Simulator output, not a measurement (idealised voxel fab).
A process module follows: voxel capacitor over wiring.
Displayed cross-section: cut, width of 290 nm, square cells sized 5 nm.
How to read a cross-section here: the picture is a grid of square cells, written as bands going from the top down, and any band can span one or more rows of cells.
Read a band's entry like this: the first values are the height of its top and the height of its bottom in nm, and what follows is the sequence of materials from left to right, each with its width in nm. Note that "empty" is empty space, and that a single material marked "full width" reaches across the band from edge to edge.
Beneath 0, the wafer as received is one material, and that level is where height counting begins. The lowest band goes on downward without a bottom; it is written like "0 -> down".
Read "30 to 40" as a graded width: first number on top, second number at the bottom, same change between each pair of neighbouring rows.
What does "nothing changed" mean for a step? It means no cell of the cross-section changed in that step.
The entry "Enclosed empty spaces" lists the empty spaces that cover at least 8 cells and have no open path to the top. Each is written as width x height at distance, where the distance is measured from the left edge and all three values are in nm.
Heads up: the bit after the settings on a step's line is the simulator's remark on that step.
"overlay nm", when on a step's line for a step with a mask, measures how far to the right of its planned place the mask lay; a negative measure means to the left.

[Process steps foreseen in the plan]
- 1: RECEIVE [material Si]
- 2: CONFORMAL_DEP [material SiO2] [thk nm 15]
- 3: CONFORMAL_DEP [material SiN] [thk nm 5]
- 4: DIRECTIONAL_DEP [material lowk] [thk nm 25]
- 5: DIRECTIONAL_DEP [material aC] [thk nm 10]
- 6: PATTERN [tone open] [mask id METAL_1] [material resist] [width nm 30] [pitch nm 85] [thk nm 30] [overlay nm 0]
- 7: DIRECTIONAL_ETCH [etch materials aC] [depth nm 10]
- 8: STRIP [etch materials resist]
- 9: DIRECTIONAL_ETCH [etch materials lowk] [depth nm 25]
- 10: DIRECTIONAL_ETCH [etch materials SiN] [depth nm 5]
- 11: STRIP [etch materials aC]
- 12: CONFORMAL_DEP [material TiN] [thk nm 5]
- 13: FILL_DEP [material W] [thk nm 5]
- 14: CMP [height nm 45]
- 15: CONFORMAL_DEP [material SiCN] [thk nm 5]
- 16: DIRECTIONAL_DEP [material SiO2] [thk nm 15]
- 17: MASKED_ETCH [tone open] [mask id PLUG_1] [width nm 15] [etch materials SiO2] [depth nm 15] [overlay nm 0]
- 18: MASKED_ETCH [tone open] [mask id PLUG_1] [width nm 15] [etch materials SiCN] [depth nm 5] [overlay nm 0]
- 19: EPI [material Ru] [thk nm 10]
- 20: EPI [material Ru] [thk nm 10]
- 21: DIRECTIONAL_DEP [material TiN] [thk nm 5]
- 22: DIRECTIONAL_DEP [material HfO2] [thk nm 5]
- 23: DIRECTIONAL_DEP [material TiN] [thk nm 10]
- 24: MASKED_ETCH [tone cover] [mask id UPPER_PLATE] [width nm 60] [etch materials TiN] [depth nm 10] [overlay nm 0]
- 25: MASKED_ETCH [tone cover] [mask id UPPER_PLATE] [width nm 60] [etch materials HfO2] [depth nm 5] [overlay nm 0]
- 26: DIRECTIONAL_DEP [material aC] [thk nm 10]
- 27: PATTERN [tone cover] [mask id LOWER_PLATE] [material resist] [width nm 70] [thk nm 25] [overlay nm 0]
- 28: DIRECTIONAL_ETCH [etch materials aC] [depth nm 10]
- 29: STRIP [etch materials resist]
- 30: DIRECTIONAL_ETCH [etch materials TiN] [depth nm 5]
- 31: STRIP [etch materials aC]
- 32: FILL_DEP [material SiO2] [thk nm 20]
- 33: CMP [height nm 100]
- 34: DIRECTIONAL_DEP [material aC] [thk nm 15]
- 35: PATTERN [tone open] [mask id PLUG_2] [material resist] [width nm 15] [thk nm 30] [overlay nm 0]
- 36: DIRECTIONAL_ETCH [etch materials aC] [depth nm 15]
- 37: STRIP [etch materials resist]
- 38: DIRECTIONAL_ETCH [etch materials SiO2] [depth nm 15]
- 39: STRIP [etch materials aC]
- 40: CONFORMAL_DEP [material TiN] [thk nm 5]
- 41: FILL_DEP [material Cu] [thk nm 5]
- 42: CMP [height nm 100]
- 43: CONFORMAL_DEP [material SiN] [thk nm 5]

[Cross-section, incoming material, after step 1]
  0 -> down: Si full width
  Enclosed empty spaces: none

[End-of-module cross-section. Starting structure and process plan as above; one mistake made in running it]
  105 -> 100: SiN full width
  100 -> 90: 110 nm SiO2, then 5 nm TiN, then 5 nm Cu, then 5 nm TiN, then 165 nm SiO2
  90 -> 80: 110 to 115 nm SiO2, then 15 to 45 nm TiN, then 165 to 130 nm SiO2
  80 -> 75: 100 nm SiO2, then 60 nm TiN, then 130 nm SiO2
  75 -> 70: 100 nm SiO2, then 15 nm TiN, then 45 nm HfO2, then 130 nm SiO2
  70 -> 65: 95 nm SiO2, then 5 nm TiN, then 15 nm HfO2, then 50 nm TiN, then 125 nm SiO2
  65 -> 60: 100 nm SiO2, then 15 nm TiN, then 175 nm SiO2
  60 -> 50: SiO2 full width
  50 -> 45: SiCN full width
  45 -> 20: 85 nm lowk, then 5 nm TiN, then 20 nm W, then 5 nm TiN, then 55 nm lowk, then 5 nm TiN, then 20 nm W, then 5 nm TiN, then 90 nm lowk
  20 -> 15: 85 nm SiN, then 30 nm TiN, then 55 nm SiN, then 30 nm TiN, then 90 nm SiN
  15 -> 0: SiO2 full width
  0 -> down: Si full width
  Enclosed empty spaces: none
Deviation from plan: step 17 deviated from plan and actually ran as MASKED_ETCH [tone open] [mask id PLUG_1] [width nm 15] [etch materials SiO2] [depth nm 5] [overlay nm 0]
